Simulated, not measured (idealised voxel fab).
Presented below is a process module, voxel gate over fins.
In the cross-section labelled cut, the width is 280 nm and each square cell is 5 nm.
Notation: cross-section as square-cell grid; stated in bands, top first, going down; one or more cell rows per band.
First you get the band's top height and its bottom height, in nm, and then the materials it's made of, left to right, with each width in nm. If you see a single material with "edge to edge", that one covers the band edge to edge. "air" is empty space.
All heights in this document are referenced to 0, defined as the level beneath which the wafer, as received, consists entirely of one material. The lowest band is not bounded below; it extends indefinitely downward and is written in the form "top 0, no bottom".
A width such as "30..40" changes by the same amount from each row of cells to the next, from the band's top row to its bottom row.
It should be understood that the words "identical to before", when stated for a given step, signify that the cross-section underwent no change in any of its cells during that step.
Closed voids list: empty space of 8 cells or more with no open way to the top, each as width x height at its distance from the left edge, in nm
On a step's line, text after the settings is the simulator commenting on that step.
overlay nm: where the mask lay relative to plan, measured to the right, on steps with a mask; negatives go left.

# This section lists the process steps that were planned
step 1: RECEIVE: material Si
step 2: CONFORMAL_DEP: material SiN, thk nm 10
step 3: DIRECTIONAL_DEP: material aC, thk nm 15
step 4: PATTERN: tone cover, mask id FINS, material resist, width nm 15, pitch nm 50, thk nm 30, overlay nm 0
step 5: DIRECTIONAL_ETCH: etch materials aC, depth nm 15
step 6: STRIP: etch materials resist
step 7: DIRECTIONAL_ETCH: etch materials SiN, depth nm 10
step 8: DIRECTIONAL_ETCH: etch materials Si, depth nm 30
step 9: STRIP: etch materials aC
step 10: OXIDIZE: depth nm 5
step 11: FILL_DEP: material SiO2, thk nm 15
step 12: CMP: height nm 10
step 13: MASKED_ETCH: tone open, mask id RAIL, width nm 15, etch materials SiO2, depth nm 35, overlay nm 0
step 14: CONFORMAL_DEP: material TiN, thk nm 5
step 15: FILL_DEP: material W, thk nm 5
step 16: CMP: height nm 10
step 17: SELECTIVE_ETCH: etch materials W Ru TiN, depth nm 25
step 18: FILL_DEP: material SiO2, thk nm 5
step 19: CMP: height nm 10
step 20: SELECTIVE_ETCH: etch materials SiO2, depth nm 20
step 21: STRIP: etch materials SiN
step 22: CONFORMAL_DEP: material HfO2, thk nm 5
step 23: CONFORMAL_DEP: material TiN, thk nm 5
step 24: FILL_DEP: material W, thk nm 15
step 25: CMP: height nm 20
step 26: CONFORMAL_DEP: material SiN, thk nm 5

# Cross-section of the wafer upon arrival, representing the state reached after step 1
> top 0, no bottom = Si edge to edge
> Closed voids list: none

# Result of the module, cross-sectioned: start per above, plan per above, one error in how it was run
> top 25, bottom 20 = SiN edge to edge
> top 20, bottom 10 = W edge to edge
> top 10, bottom 5 = W (50)  TiN (25)  W (25)  TiN (25)  W (25)  TiN (25)  W (25)  TiN (25)  W (55)
> top 5, bottom 0 = W (50)  TiN (5)  HfO2 (15)  TiN (5)  W (25)  TiN (5)  HfO2 (15)  TiN (5)  W (25)  TiN (5)  HfO2 (15)  TiN (5)  W (25)  TiN (5)  HfO2 (15)  TiN (5)  W (55)
> top 0, bottom -5 = TiN (45)  W (5)  TiN (5)  HfO2 (5)  Si (5)  HfO2 (5)  TiN (5)  W (25)  TiN (5)  HfO2 (5)  Si (5)  HfO2 (5)  TiN (5)  W (25)  TiN (5)  HfO2 (5)  Si (5)  HfO2 (5)  TiN (5)  W (25)  TiN (5)  HfO2 (5)  Si (5)  HfO2 (5)  TiN (5)  W (5)  TiN (50)
> top -5, bottom -10 = HfO2 (40)  TiN (5)  W (5)  TiN (5)  HfO2 (5)  Si (5)  HfO2 (5)  TiN (35)  HfO2 (5)  Si (5)  HfO2 (5)  TiN (5)  W (25)  TiN (5)  HfO2 (5)  Si (5)  HfO2 (5)  TiN (5)  W (25)  TiN (5)  HfO2 (5)  Si (5)  HfO2 (5)  TiN (5)  W (5)  TiN (5)  HfO2 (45)
> top -10, bottom -15 = SiO2 (35)  HfO2 (5)  TiN (15)  HfO2 (5)  Si (5)  HfO2 (5)  TiN (5)  HfO2 (25)  TiN (5)  HfO2 (5)  Si (5)  HfO2 (5)  TiN (35)  HfO2 (5)  Si (5)  HfO2 (5)  TiN (35)  HfO2 (5)  Si (5)  HfO2 (5)  TiN (15)  HfO2 (5)  SiO2 (40)
> top -15, bottom -20 = SiO2 (35)  HfO2 (25)  Si (5)  HfO2 (15)  TiN (5)  W (5)  TiN (5)  HfO2 (15)  Si (5)  HfO2 (45)  Si (5)  HfO2 (45)  Si (5)  HfO2 (25)  SiO2 (40)
> top -20, bottom -25 = SiO2 (60)  Si (5)  SiO2 (15)  TiN (15)  SiO2 (15)  Si (5)  SiO2 (45)  Si (5)  SiO2 (45)  Si (5)  SiO2 (65)
> top -25, bottom -35 = SiO2 (60)  Si (5)  SiO2 (45)  Si (5)  SiO2 (45)  Si (5)  SiO2 (45)  Si (5)  SiO2 (65)
> top -35, no bottom = Si edge to edge
> Closed voids list: none
So what did we get wrong on this run? steps 20 and 21 of the plan were each performed in the slot designated for the other
